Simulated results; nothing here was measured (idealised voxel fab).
Proc. module: voxel gate over fins
Square cell edge 5 nm, section width 295 nm, ID cut.
If you're reading a cross-section in this doc, picture square cells in a grid; it comes to you as bands, top ones listed first down to the bottom, and a band can be one or more rows of cells.
Quick guide to a band line: top height, bottom height (nm) up front; then every material left to right with its width in nm. Only one material and it's marked "all across"? Then it fills the band edge to edge. And "empty" just means empty space.
Heights are expressed relative to 0, this being the level below which the as-received wafer comprises one material exclusively. The lowest band is unbounded in the downward direction and is denoted as in "0 and below".
Read "30..40" as a graded width: first number on top, second number at the bottom, same change between each pair of neighbouring rows.
Where a step carries "everything unchanged", the cross-section came out of it unchanged, cell for cell.
Heads up: "Closed void register" only lists the empty pockets with no open path to the top that are 8 cells or more, and it writes them as width x height at distance, distance from the left edge, in nm.
On a step's line, text after the settings is the simulator commenting on that step.
"overlay nm", when on a step's line for a step with a mask, measures how far to the right of its planned place the mask lay; a negative measure means to the left.
PLANNED PROCESS STEPS
1,RECEIVE, material Si
2,CONFORMAL_DEP, material SiN, thk nm 5
3,MASKED_ETCH, tone cover, mask id FINS, width nm 15, pitch nm 40, etch materials SiN, depth nm 5, overlay nm 0
4,MASKED_ETCH, tone cover, mask id FINS, width nm 15, pitch nm 40, etch materials Si, depth nm 30, overlay nm 0
5,FILL_DEP, material SiO2, thk nm 5
6,CMP, height nm 5
7,SELECTIVE_ETCH, etch materials SiO2, depth nm 20
8,STRIP, etch materials SiN
9,CONFORMAL_DEP, material HfO2, thk nm 5
10,CONFORMAL_DEP, material TiN, thk nm 5
11,CONFORMAL_DEP, material TiAl, thk nm 5
12,CONFORMAL_DEP, material TiN, thk nm 5
13,FILL_DEP, material W, thk nm 15
14,CMP, height nm 30
15,CONFORMAL_DEP, material SiN, thk nm 5
SO, THE FIRST OF OUR TWO WAFERS, RUN JUST AS WE PLANNED IT
CROSS-SECTION OF THE WAFER AS IT CAME TO US, I.E., ALREADY THROUGH STEP 1
- 0 and below | Si all across
- Closed void register: none
CROSS-SECTION THROUGH THE WAFER, STEP 2 FINISHED
- 5 down to 0 | SiN all across
- Everything under 0 stays put, no change at all.
CROSS-SECTION THROUGH THE WAFER, STEP 3 FINISHED
- 5 down to 0 | 80 of empty, then 15 of SiN, then 25 of empty, then 15 of SiN, then 25 of empty, then 15 of SiN, then 25 of empty, then 15 of SiN, then 80 of empty
- Everything under 0 stays put, no change at all.
CROSS-SECTION THROUGH THE WAFER, STEP 4 FINISHED
- 5 down to 0 | 80 of empty, then 15 of SiN, then 25 of empty, then 15 of SiN, then 25 of empty, then 15 of SiN, then 25 of empty, then 15 of SiN, then 80 of empty
- 0 down to -30 | 80 of empty, then 15 of Si, then 25 of empty, then 15 of Si, then 25 of empty, then 15 of Si, then 25 of empty, then 15 of Si, then 80 of empty
- Everything under -30 stays put, no change at all.
CROSS-SECTION THROUGH THE WAFER, STEP 5 FINISHED
- 10 down to 5 | SiO2 all across
- 5 down to 0 | 80 of SiO2, then 15 of SiN, then 25 of SiO2, then 15 of SiN, then 25 of SiO2, then 15 of SiN, then 25 of SiO2, then 15 of SiN, then 80 of SiO2
- 0 down to -30 | 80 of SiO2, then 15 of Si, then 25 of SiO2, then 15 of Si, then 25 of SiO2, then 15 of Si, then 25 of SiO2, then 15 of Si, then 80 of SiO2
- Everything under -30 stays put, no change at all.
CROSS-SECTION THROUGH THE WAFER, STEP 6 FINISHED
- 5 down to 0 | 80 of SiO2, then 15 of SiN, then 25 of SiO2, then 15 of SiN, then 25 of SiO2, then 15 of SiN, then 25 of SiO2, then 15 of SiN, then 80 of SiO2
- Everything under 0 stays put, no change at all.
CROSS-SECTION THROUGH THE WAFER, STEP 7 FINISHED
- 5 down to 0 | 80 of empty, then 15 of SiN, then 25 of empty, then 15 of SiN, then 25 of empty, then 15 of SiN, then 25 of empty, then 15 of SiN, then 80 of empty
- 0 down to -15 | 80 of empty, then 15 of Si, then 25 of empty, then 15 of Si, then 25 of empty, then 15 of Si, then 25 of empty, then 15 of Si, then 80 of empty
- Everything under -15 stays put, no change at all.
CROSS-SECTION THROUGH THE WAFER, STEP 8 FINISHED
- 0 down to -15 | 80 of empty, then 15 of Si, then 25 of empty, then 15 of Si, then 25 of empty, then 15 of Si, then 25 of empty, then 15 of Si, then 80 of empty
- Everything under -15 stays put, no change at all.
CROSS-SECTION THROUGH THE WAFER, STEP 9 FINISHED
- 5 down to 0 | 75 of empty, then 25 of HfO2, then 15 of empty, then 25 of HfO2, then 15 of empty, then 25 of HfO2, then 15 of empty, then 25 of HfO2, then 75 of empty
- 0 down to -10 | 75 of empty, then 5 of HfO2, then 15 of Si, then 5 of HfO2, then 15 of empty, then 5 of HfO2, then 15 of Si, then 5 of HfO2, then 15 of empty, then 5 of HfO2, then 15 of Si, then 5 of HfO2, then 15 of empty, then 5 of HfO2, then 15 of Si, then 5 of HfO2, then 75 of empty
- -10 down to -15 | 80 of HfO2, then 15 of Si, then 25 of HfO2, then 15 of Si, then 25 of HfO2, then 15 of Si, then 25 of HfO2, then 15 of Si, then 80 of HfO2
- Everything under -15 stays put, no change at all.
CROSS-SECTION THROUGH THE WAFER, STEP 10 FINISHED
- 10 down to 5 | 70 of empty, then 35 of TiN, then 5 of empty, then 35 of TiN, then 5 of empty, then 35 of TiN, then 5 of empty, then 35 of TiN, then 70 of empty
- 5 down to 0 | 70 of empty, then 5 of TiN, then 25 of HfO2, then 5 of TiN, then 5 of empty, then 5 of TiN, then 25 of HfO2, then 5 of TiN, then 5 of empty, then 5 of TiN, then 25 of HfO2, then 5 of TiN, then 5 of empty, then 5 of TiN, then 25 of HfO2, then 5 of TiN, then 70 of empty
- 0 down to -5 | 70 of empty, then 5 of TiN, then 5 of HfO2, then 15 of Si, then 5 of HfO2, then 5 of TiN, then 5 of empty, then 5 of TiN, then 5 of HfO2, then 15 of Si, then 5 of HfO2, then 5 of TiN, then 5 of empty, then 5 of TiN, then 5 of HfO2, then 15 of Si, then 5 of HfO2, then 5 of TiN, then 5 of empty, then 5 of TiN, then 5 of HfO2, then 15 of Si, then 5 of HfO2, then 5 of TiN, then 70 of empty
- -5 down to -10 | 75 of TiN, then 5 of HfO2, then 15 of Si, then 5 of HfO2, then 15 of TiN, then 5 of HfO2, then 15 of Si, then 5 of HfO2, then 15 of TiN, then 5 of HfO2, then 15 of Si, then 5 of HfO2, then 15 of TiN, then 5 of HfO2, then 15 of Si, then 5 of HfO2, then 75 of TiN
- Everything under -10 stays put, no change at all.
CROSS-SECTION THROUGH THE WAFER, STEP 11 FINISHED
- 15 down to 10 | 65 of empty, then 165 of TiAl, then 65 of empty
- 10 down to 5 | 65 of empty, then 5 of TiAl, then 35 of TiN, then 5 of TiAl, then 35 of TiN, then 5 of TiAl, then 35 of TiN, then 5 of TiAl, then 35 of TiN, then 5 of TiAl, then 65 of empty
- 5 down to 0 | 65 of empty, then 5 of TiAl, then 5 of TiN, then 25 of HfO2, then 5 of TiN, then 5 of TiAl, then 5 of TiN, then 25 of HfO2, then 5 of TiN, then 5 of TiAl, then 5 of TiN, then 25 of HfO2, then 5 of TiN, then 5 of TiAl, then 5 of TiN, then 25 of HfO2, then 5 of TiN, then 5 of TiAl, then 65 of empty
- 0 down to -5 | 70 of TiAl, then 5 of TiN, then 5 of HfO2, then 15 of Si, then 5 of HfO2, then 5 of TiN, then 5 of TiAl, then 5 of TiN, then 5 of HfO2, then 15 of Si, then 5 of HfO2, then 5 of TiN, then 5 of TiAl, then 5 of TiN, then 5 of HfO2, then 15 of Si, then 5 of HfO2, then 5 of TiN, then 5 of TiAl, then 5 of TiN, then 5 of HfO2, then 15 of Si, then 5 of HfO2, then 5 of TiN, then 70 of TiAl
- Everything under -5 stays put, no change at all.
CROSS-SECTION THROUGH THE WAFER, STEP 12 FINISHED
- 20 down to 15 | 60 of empty, then 175 of TiN, then 60 of empty
- 15 down to 10 | 60 of empty, then 5 of TiN, then 165 of TiAl, then 5 of TiN, then 60 of empty
- 10 down to 5 | 60 of empty, then 5 of TiN, then 5 of TiAl, then 35 of TiN, then 5 of TiAl, then 35 of TiN, then 5 of TiAl, then 35 of TiN, then 5 of TiAl, then 35 of TiN, then 5 of TiAl, then 5 of TiN, then 60 of empty
- 5 down to 0 | 65 of TiN, then 5 of TiAl, then 5 of TiN, then 25 of HfO2, then 5 of TiN, then 5 of TiAl, then 5 of TiN, then 25 of HfO2, then 5 of TiN, then 5 of TiAl, then 5 of TiN, then 25 of HfO2, then 5 of TiN, then 5 of TiAl, then 5 of TiN, then 25 of HfO2, then 5 of TiN, then 5 of TiAl, then 65 of TiN
- Everything under 0 stays put, no change at all.
CROSS-SECTION THROUGH THE WAFER, STEP 13 FINISHED
- 35 down to 20 | W all across
- 20 down to 15 | 60 of W, then 175 of TiN, then 60 of W
- 15 down to 10 | 60 of W, then 5 of TiN, then 165 of TiAl, then 5 of TiN, then 60 of W
- 10 down to 5 | 60 of W, then 5 of TiN, then 5 of TiAl, then 35 of TiN, then 5 of TiAl, then 35 of TiN, then 5 of TiAl, then 35 of TiN, then 5 of TiAl, then 35 of TiN, then 5 of TiAl, then 5 of TiN, then 60 of W
- Everything under 5 stays put, no change at all.
CROSS-SECTION THROUGH THE WAFER, STEP 14 FINISHED
- 30 down to 20 | W all across
- Everything under 20 stays put, no change at all.
CROSS-SECTION THROUGH THE WAFER, STEP 15 FINISHED
- 35 down to 30 | SiN all across
- Everything under 30 stays put, no change at all.
WAFER TWO OF THE PAIR: SAME ORIGIN, SAME PLAN, ONE ERROR DURING THE RUN; IDENTICAL TO WAFER ONE UP TO AND INCLUDING STEP 9
The second wafer in cross-section, at the planned close of step 10: everything unchanged
THE SECOND WAFER IN CROSS-SECTION, AT THE PLANNED CLOSE OF STEP 11
- 10 down to 5 | 70 of empty, then 35 of TiAl, then 5 of empty, then 35 of TiAl, then 5 of empty, then 35 of TiAl, then 5 of empty, then 35 of TiAl, then 70 of empty
- 5 down to 0 | 70 of empty, then 5 of TiAl, then 25 of HfO2, then 5 of TiAl, then 5 of empty, then 5 of TiAl, then 25 of HfO2, then 5 of TiAl, then 5 of empty, then 5 of TiAl, then 25 of HfO2, then 5 of TiAl, then 5 of empty, then 5 of TiAl, then 25 of HfO2, then 5 of TiAl, then 70 of empty
- 0 down to -5 | 70 of empty, then 5 of TiAl, then 5 of HfO2, then 15 of Si, then 5 of HfO2, then 5 of TiAl, then 5 of empty, then 5 of TiAl, then 5 of HfO2, then 15 of Si, then 5 of HfO2, then 5 of TiAl, then 5 of empty, then 5 of TiAl, then 5 of HfO2, then 15 of Si, then 5 of HfO2, then 5 of TiAl, then 5 of empty, then 5 of TiAl, then 5 of HfO2, then 15 of Si, then 5 of HfO2, then 5 of TiAl, then 70 of empty
- -5 down to -10 | 75 of TiAl, then 5 of HfO2, then 15 of Si, then 5 of HfO2, then 15 of TiAl, then 5 of HfO2, then 15 of Si, then 5 of HfO2, then 15 of TiAl, then 5 of HfO2, then 15 of Si, then 5 of HfO2, then 15 of TiAl, then 5 of HfO2, then 15 of Si, then 5 of HfO2, then 75 of TiAl
- Everything under -10 stays put, no change at all.
THE SECOND WAFER IN CROSS-SECTION, AT THE PLANNED CLOSE OF STEP 12
- 15 down to 10 | 65 of empty, then 165 of TiN, then 65 of empty
- 10 down to 5 | 65 of empty, then 5 of TiN, then 35 of TiAl, then 5 of TiN, then 35 of TiAl, then 5 of TiN, then 35 of TiAl, then 5 of TiN, then 35 of TiAl, then 5 of TiN, then 65 of empty
- 5 down to 0 | 65 of empty, then 5 of TiN, then 5 of TiAl, then 25 of HfO2, then 5 of TiAl, then 5 of TiN, then 5 of TiAl, then 25 of HfO2, then 5 of TiAl, then 5 of TiN, then 5 of TiAl, then 25 of HfO2, then 5 of TiAl, then 5 of TiN, then 5 of TiAl, then 25 of HfO2, then 5 of TiAl, then 5 of TiN, then 65 of empty
- 0 down to -5 | 70 of TiN, then 5 of TiAl, then 5 of HfO2, then 15 of Si, then 5 of HfO2, then 5 of TiAl, then 5 of TiN, then 5 of TiAl, then 5 of HfO2, then 15 of Si, then 5 of HfO2, then 5 of TiAl, then 5 of TiN, then 5 of TiAl, then 5 of HfO2, then 15 of Si, then 5 of HfO2, then 5 of TiAl, then 5 of TiN, then 5 of TiAl, then 5 of HfO2, then 15 of Si, then 5 of HfO2, then 5 of TiAl, then 70 of TiN
- Everything under -5 stays put, no change at all.
THE SECOND WAFER IN CROSS-SECTION, AT THE PLANNED CLOSE OF STEP 13
- 30 down to 15 | W all across
- 15 down to 10 | 65 of W, then 165 of TiN, then 65 of W
- 10 down to 5 | 65 of W, then 5 of TiN, then 35 of TiAl, then 5 of TiN, then 35 of TiAl, then 5 of TiN, then 35 of TiAl, then 5 of TiN, then 35 of TiAl, then 5 of TiN, then 65 of W
- 5 down to 0 | 65 of W, then 5 of TiN, then 5 of TiAl, then 25 of HfO2, then 5 of TiAl, then 5 of TiN, then 5 of TiAl, then 25 of HfO2, then 5 of TiAl, then 5 of TiN, then 5 of TiAl, then 25 of HfO2, then 5 of TiAl, then 5 of TiN, then 5 of TiAl, then 25 of HfO2, then 5 of TiAl, then 5 of TiN, then 65 of W
- Everything under 0 stays put, no change at all.
The second wafer in cross-section, at the planned close of step 14: everything unchanged
THE SECOND WAFER IN CROSS-SECTION, AT THE PLANNED CLOSE OF STEP 15
- 35 down to 30 | SiN all across
- Everything under 30 stays put, no change at all.
Plan not followed: no execution of plan step 10; skipped
Final tally in cells, some materials are higher or lower on the second wafer than on the first: 9 more of TiAl | 74 fewer of TiN | 65 more of W
